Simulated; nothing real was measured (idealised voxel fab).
process module | voxel double patterning
cross-section cut | 230 nm wide | cells 5 nm
A cross-section is a grid of square cells, given in bands from the top down. A band is one or more rows of cells.
Each band's line starts with the height of the band's top and of its bottom, in nm. Then come its materials from left to right, each with its width in nm. One material with "throughout" fills the band from edge to edge. "air" is empty space.
Height 0 is the level under which the wafer as received is all one material. The lowest band goes on downwards, as in "0 down".
A width such as "30 to 40" changes by the same amount from each row of cells to the next, from the band's top row to its bottom row.
"no change" after a step means that no cell of the cross-section changed.
closed voids: empty space of 8 cells or more with no open way to the top, each as width x height at its distance from the left edge, in nm
after a step's settings: what the simulator itself notes on the step
overlay nm, on a step with a mask: how far to the right of its planned place the mask lay; to the left if negative
plan
1 op RECEIVE | material Si
2 op CONFORMAL_DEP | material SiO2 | thk nm 5
3 op DIRECTIONAL_DEP | material TiN | thk nm 20
4 op DIRECTIONAL_DEP | material SiCN | thk nm 10
5 op MASKED_ETCH | tone open | mask id FIRST | width nm 15 | pitch nm 50 | etch materials SiCN | depth nm 10 | overlay nm 0
6 op DIRECTIONAL_DEP | material aC | thk nm 10
7 op PATTERN | tone open | mask id SECOND | material resist | width nm 15 | pitch nm 50 | thk nm 25 | overlay nm 0
8 op DIRECTIONAL_ETCH | etch materials aC | depth nm 10
9 op STRIP | etch materials resist
10 op DIRECTIONAL_ETCH | etch materials SiCN | depth nm 10
11 op STRIP | etch materials aC
12 op DIRECTIONAL_ETCH | etch materials TiN | depth nm 20
13 op STRIP | etch materials SiCN
as received, after step 1
  0 down: Si throughout
  closed voids: none
a wafer at the end: this start, this plan, one mistake
  25 to 20: SiO2 throughout
  20 to 0: TiN throughout
  0 down: Si throughout
  closed voids: none
what went wrong: steps 2 and 3 were swapped
